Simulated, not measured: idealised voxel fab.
A process module follows: voxel spacer lines.
FYI the section here is cut, 155 nm wide, cells are 5 nm squares.
Throughout this document, each cross-section is represented as a grid of square cells and is presented as a sequence of bands enumerated from the top downward, where a band comprises one or more rows of cells.
For a band, the entry starts with two heights in nm, that of the top and then that of the bottom, and carries on with the band's materials in order from left to right, each alongside its width in nm; the word "throughout" beside a single material means it fills the band edge to edge, and "air" means empty space.
Height datum 0, below which the as-received substrate wafer is one material. Lowest band open at the bottom, running downward: "0..down".
A two-number width, for instance "30..40", indicates that the width is equal to the first number in the top row of the band and to the second number in the bottom row, and that it changes by a constant amount per row of cells.
Reading "nothing was modified" for a step: not a cell of the cross-section changed in it.
Listed in "Enclosed void entries": every empty space of 8 or more cells without an open way to the top. Form: width x height at distance, the distance being from the left edge, all in nm.
Text after the settings on a step's line: the simulator's own remark on that step.
Each step line may optionally specify "overlay nm", which for a step with a mask gives the rightward distance between the mask's planned place and where it lay, a negative value indicating the leftward direction.

[Planned process steps]
1,op RECEIVE | material Si
2,op CONFORMAL_DEP | material Al2O3 | thk nm 10
3,op DIRECTIONAL_DEP | material W | thk nm 20
4,op DIRECTIONAL_DEP | material aC | thk nm 30
5,op PATTERN | tone cover | mask id MANDREL | material resist | width nm 20 | pitch nm 60 | thk nm 40 | overlay nm 0
6,op DIRECTIONAL_ETCH | etch materials aC | depth nm 30
7,op STRIP | etch materials resist
8,op CONFORMAL_DEP | material SiN | thk nm 10
9,op DIRECTIONAL_ETCH | etch materials SiN | depth nm 10
10,op STRIP | etch materials aC
11,op DIRECTIONAL_ETCH | etch materials W | depth nm 20
12,op STRIP | etch materials SiN

[Incoming wafer in cross-section (state: after step 1)]
  0..down  Si throughout
  Enclosed void entries: none

[Cross-sectional image of the first of two wafers at the end of the module, the run having proceeded as planned]
  30..10  25 of air  10 of W  20 of air  10 of W  20 of air  10 of W  20 of air  10 of W  30 of air
  10..0  Al2O3 throughout
  0..down  Si throughout
  Enclosed void entries: none

[End-of-module cross-section of the second wafer: identical starting point and process plan to the first, with one processing mistake]
  30..10  35 of air  20 of W  40 of air  20 of W  40 of air
  10..0  Al2O3 throughout
  0..down  Si throughout
  Enclosed void entries: none
Misprocessing identified: step 5 did not happen as planned, as run it was op PATTERN | tone open | mask id MANDREL | material resist | width nm 20 | pitch nm 60 | thk nm 40 | overlay nm 0
If you tally the cells, the second wafer ends up with the same amount of every material as the first; it's all just sitting in different places.
